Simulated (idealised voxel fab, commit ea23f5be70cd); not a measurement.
You're looking at the process module voxel air gaps.
Square cell edge 5 nm, section width 210 nm, ID cut.
Just so we're on the same page, the cross-sections are grids of square cells, and they're listed out in bands top to bottom, each band one or more rows deep. This entry defines a band. It first specifies the height of the band's top and the height of its bottom in nm, and then specifies the band's materials from left to right, stating each material with its width in nm. The word "all across" identifies a single material that fills the band from edge to edge, while the word "air" identifies empty space. Heights are expressed relative to 0, this being the level below which the as-received wafer comprises one material exclusively. The lowest band is unbounded in the downward direction and is denoted as in "from 0 down". With a width like "30 to 40", each row of cells in the band differs from the next by the same amount, the top row carrying the first number and the bottom row the second. Where a step carries "nothing changed", the cross-section came out of it unchanged, cell for cell. Heads up: "Sealed void list" only lists the empty pockets with no open path to the top that are 8 cells or more, and it writes them as width x height at distance, distance from the left edge, in nm. On a step's line, text after the settings is the simulator commenting on that step. What "overlay nm" on a step's line means: if the step has a mask, that mask lay this far to the right of its planned place, or, when the value is negative, to the left.

Set out below are the planned steps of the process
1,RECEIVE: material Si
2,CONFORMAL_DEP: material SiO2, thk nm 15
3,CONFORMAL_DEP: material SiN, thk nm 5
4,DIRECTIONAL_DEP: material SiO2, thk nm 40
5,PATTERN: tone open, mask id LINES, material resist, width nm 15, pitch nm 45, thk nm 20, overlay nm 0
6,DIRECTIONAL_ETCH: etch materials SiO2, depth nm 40
7,STRIP: etch materials resist
8,CONFORMAL_DEP: material TiN, thk nm 5
9,FILL_DEP: material W, thk nm 5
10,CMP: height nm 60
11,EPI: material Ru, thk nm 10
12,SELECTIVE_ETCH: etch materials SiO2, depth nm 50
13,CONFORMAL_DEP: material SiN, thk nm 5

Delivered wafer in cross-section: state after step 1
> from 0 down  Si all across
> Sealed void list: none

Here's the cross-section of the first of our two wafers at the end of the module - it ran as planned
> from 75 to 70  15 of air; 180 of SiN; 15 of air
> from 70 to 60  15 of air; 5 of SiN; 35 of Ru; 10 of SiN; 35 of Ru; 10 of SiN; 35 of Ru; 10 of SiN; 35 of Ru; 5 of SiN; 15 of air
> from 60 to 55  15 of air; 15 of SiN; 5 of TiN; 5 of W; 5 of TiN; 30 of SiN; 5 of TiN; 5 of W; 5 of TiN; 30 of SiN; 5 of TiN; 5 of W; 5 of TiN; 30 of SiN; 5 of TiN; 5 of W; 5 of TiN; 15 of SiN; 15 of air
> from 55 to 25  25 of air; 5 of SiN; 5 of TiN; 5 of W; 5 of TiN; 5 of SiN; 20 of air; 5 of SiN; 5 of TiN; 5 of W; 5 of TiN; 5 of SiN; 20 of air; 5 of SiN; 5 of TiN; 5 of W; 5 of TiN; 5 of SiN; 20 of air; 5 of SiN; 5 of TiN; 5 of W; 5 of TiN; 5 of SiN; 25 of air
> from 25 to 20  30 of SiN; 15 of TiN; 30 of SiN; 15 of TiN; 30 of SiN; 15 of TiN; 30 of SiN; 15 of TiN; 30 of SiN
> from 20 to 15  SiN all across
> from 15 to 0  SiO2 all across
> from 0 down  Si all across
> Sealed void list: 20 x 30 at 50; 20 x 30 at 95; 20 x 30 at 140

Wafer two, end of module, cross-section. Same start, same plan as wafer one. One mistake in the run
> from 70 to 60  20 of air; 35 of Ru; 10 of air; 35 of Ru; 10 of air; 35 of Ru; 10 of air; 35 of Ru; 20 of air
> from 60 to 25  30 of air; 5 of TiN; 5 of W; 5 of TiN; 30 of air; 5 of TiN; 5 of W; 5 of TiN; 30 of air; 5 of TiN; 5 of W; 5 of TiN; 30 of air; 5 of TiN; 5 of W; 5 of TiN; 30 of air
> from 25 to 20  30 of air; 15 of TiN; 30 of air; 15 of TiN; 30 of air; 15 of TiN; 30 of air; 15 of TiN; 30 of air
> from 20 to 15  SiN all across
> from 15 to 0  SiO2 all across
> from 0 down  Si all across
> Sealed void list: none
The plan and the run diverged here: plan step 13 skipped
End check, counted in cells, second wafer has more or fewer of these materials than the first: 154 fewer of SiN
The second wafer ends with 0 closed voids, and the first wafer ends with 3.
